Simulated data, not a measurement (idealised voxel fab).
The document below concerns the process module designated voxel trench capacitor.
Square cells of 5 nm make up the cross-section cut, whose width is 205 nm.
Cross-section = grid of square cells, listed top down in bands; band = one or more rows. Look at the band entry: it leads with the top's height and the bottom's height in nm. Then it lists the materials left to right, with a width in nm for each. The word "all across" on a single material says that material fills the band edge to edge. The word "air" is empty space. Height reference: 0 = level under which incoming wafer is all one material. Lowest band: no bottom, runs on downward, e.g. "0 down". So if you see something like "30 to 40" for the width, read it as the top row of the band sitting at the first number and the bottom row at the second, with every row in between moving by the same amount as the last. What does "same as before" mean for a step? It means no cell of the cross-section changed in that step. Empty spaces counting at least 8 cells and having no open way to the top are listed in "Closed void register". The notation width x height at distance is used for each, the distance being from the left edge and all three values in nm. What comes after the settings on a step's line is commentary from the simulator itself on that step. "overlay nm" on a masked step: distance the mask lay right of its planned place, negative for left.
[Listed below are the process steps as planned]
1) RECEIVE: material Si
2) CONFORMAL_DEP: material SiN, thk nm 10
3) PATTERN: tone open, mask id TRENCH, material resist, width nm 20, pitch nm 50, thk nm 15, overlay nm 0
4) DIRECTIONAL_ETCH: etch materials SiN, depth nm 10
5) DIRECTIONAL_ETCH: etch materials Si, depth nm 35
6) STRIP: etch materials resist
7) CONFORMAL_DEP: material Al2O3, thk nm 5
8) FILL_DEP: material polySi, thk nm 10
9) CMP: height nm 10
[Incoming wafer in cross-section (state: after step 1)]
0 down = Si all across
Closed void register: none
[Look at the cross-section after the module: the wafer started out the way shown above and the plan was the one shown above, yet one mistake was made along the way]
25 to 15 = polySi all across
15 to 10 = Al2O3=20 | polySi=10 | Al2O3=40 | polySi=10 | Al2O3=40 | polySi=10 | Al2O3=40 | polySi=10 | Al2O3=25
10 to 0 = SiN=15 | Al2O3=5 | polySi=10 | Al2O3=5 | SiN=30 | Al2O3=5 | polySi=10 | Al2O3=5 | SiN=30 | Al2O3=5 | polySi=10 | Al2O3=5 | SiN=30 | Al2O3=5 | polySi=10 | Al2O3=5 | SiN=20
0 to -30 = Si=15 | Al2O3=5 | polySi=10 | Al2O3=5 | Si=30 | Al2O3=5 | polySi=10 | Al2O3=5 | Si=30 | Al2O3=5 | polySi=10 | Al2O3=5 | Si=30 | Al2O3=5 | polySi=10 | Al2O3=5 | Si=20
-30 to -35 = Si=15 | Al2O3=20 | Si=30 | Al2O3=20 | Si=30 | Al2O3=20 | Si=30 | Al2O3=20 | Si=20
-35 down = Si all across
Closed void register: none
The plan and the run diverged here: step 9 of the plan was excluded from execution and never run
